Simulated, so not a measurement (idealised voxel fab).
process module | voxel lift off
cross-section cut | 250 nm wide | cells 5 nm
A cross-section is a grid of square cells, given in bands from the top down. A band is one or more rows of cells.
Each band's line starts with the height of the band's top and of its bottom, in nm. Then come its materials from left to right, each with its width in nm. One material with "throughout" fills the band from edge to edge. "air" is empty space.
Height 0 is the level under which the wafer as received is all one material. The lowest band goes on downwards, as in "0 down".
A width such as "30 to 40" changes by the same amount from each row of cells to the next, from the band's top row to its bottom row.
"no change" after a step means that no cell of the cross-section changed.
closed voids: empty space of 8 cells or more with no open way to the top, each as width x height at its distance from the left edge, in nm
after a step's settings: what the simulator itself notes on the step
overlay nm, on a step with a mask: how far to the right of its planned place the mask lay; to the left if negative
plan
1 op RECEIVE | material Si
2 op CONFORMAL_DEP | material Al2O3 | thk nm 10
3 op PATTERN | tone open | mask id LINES | material resist | width nm 15 | pitch nm 35 | thk nm 20 | overlay nm 0
4 op DIRECTIONAL_DEP | material Ru | thk nm 10
5 op STRIP | etch materials resist
6 op CONFORMAL_DEP | material SiN | thk nm 5
as received, after step 1
  0 down: Si throughout
  closed voids: none
first wafer at the end, as planned
  25 to 20: air 95 | SiN 25 | air 10 | SiN 25 | air 95
  20 to 15: air 95 | SiN 5 | Ru 15 | SiN 5 | air 10 | SiN 5 | Ru 15 | SiN 5 | air 95
  15 to 10: SiN 100 | Ru 15 | SiN 20 | Ru 15 | SiN 100
  10 to 0: Al2O3 throughout
  0 down: Si throughout
  closed voids: none
second wafer at the end: like start, like plan, one mistake
  25 to 20: air 95 | SiN 25 | air 10 | SiN 25 | air 95
  20 to 15: air 95 | SiN 5 | Ru 15 | SiN 5 | air 10 | SiN 5 | Ru 15 | SiN 5 | air 95
  15 to 10: SiN 100 | Ru 15 | SiN 20 | Ru 15 | SiN 100
  10 to 0: SiN throughout
  0 down: Si throughout
  closed voids: none
what went wrong: step 2 ran as: op CONFORMAL_DEP | material SiN | thk nm 10
at the end the second wafer has, in cells: 100 fewer of Al2O3 | 100 more of SiN
